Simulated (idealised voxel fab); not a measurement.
The following process module bears the name voxel ribs on slabs.
Displayed cross-section: cut, width of 290 nm, square cells sized 5 nm.
In what follows, cross-sections appear as grids of square cells, described through bands that run from the top down, where every band is one or more rows of cells. Per band: top height and bottom height in nm, followed by the left-to-right materials and their widths in nm; "everywhere" marks a single material spanning edge to edge, "blank" marks empty space. Convention: height 0 is the level below which the wafer, as received, is all one material. The lowest band does not terminate at the bottom but continues downward, represented as "0 -> down". It should be noted that a width expressed as "30->40" varies in equal increments from row to row of cells within the band, taking the value of the first number at the top row and that of the second number at the bottom row. It should be understood that the words "nothing altered", when stated for a given step, signify that the cross-section underwent no change in any of its cells during that step. Look at "Entrapped void list" for the closed voids: empty spaces with no open path to the top, sized 8 cells or up. Each is width x height at distance, distance from the left edge, all nm. Anything after a step's settings on that line? It's the simulator's own note about the step. overlay nm: right-of-plan distance of the mask on a masked step; negative values mean left-of-plan.
Set out below are the planned steps of the process:
1: RECEIVE [material Si]
2: DIRECTIONAL_DEP [material SiO2] [thk nm 30]
3: DIRECTIONAL_DEP [material polySi] [thk nm 20]
4: DIRECTIONAL_DEP [material aC] [thk nm 15]
5: PATTERN [tone cover] [mask id RIB] [material resist] [width nm 25] [thk nm 30] [overlay nm 0]
6: DIRECTIONAL_ETCH [etch materials aC] [depth nm 15]
7: STRIP [etch materials resist]
8: DIRECTIONAL_ETCH [etch materials polySi] [depth nm 10]
9: STRIP [etch materials aC]
10: MASKED_ETCH [tone cover] [mask id SLAB] [width nm 65] [etch materials polySi] [depth nm 10] [overlay nm 0]
11: FILL_DEP [material SiO2] [thk nm 30]
12: CMP [height nm 70]
13: DIRECTIONAL_DEP [material W] [thk nm 10]
14: DIRECTIONAL_DEP [material aC] [thk nm 15]
15: PATTERN [tone cover] [mask id HEATER] [material resist] [width nm 25] [thk nm 35] [overlay nm 0]
16: DIRECTIONAL_ETCH [etch materials aC] [depth nm 15]
17: STRIP [etch materials resist]
18: DIRECTIONAL_ETCH [etch materials W] [depth nm 10]
19: STRIP [etch materials aC]
20: CONFORMAL_DEP [material SiO2] [thk nm 10]
It is noted that the wafers described herein are identical at the outset and are distinguished by the width nm of step 15; the value stated in the plan corresponds to the first wafer.
Cross-section of the first of several wafers on receipt, reflecting completion of step 1:
  0 -> down: Si everywhere
  Entrapped void list: none
The following table contains a row per wafer, in which are reported, at the conclusion of the module, the cells of each material gained (+) or lost (-) since the wafer's receipt, with its closed voids given thereafter:
width nm 25; +900 SiO2; +10 W; +36 polySi; Entrapped void list: none
width nm 30; +900 SiO2; +12 W; +36 polySi; Entrapped void list: none
width nm 35; +900 SiO2; +14 W; +36 polySi; Entrapped void list: none
width nm 40; +900 SiO2; +16 W; +36 polySi; Entrapped void list: none
width nm 45; +900 SiO2; +18 W; +36 polySi; Entrapped void list: none
width nm 50; +900 SiO2; +20 W; +36 polySi; Entrapped void list: none
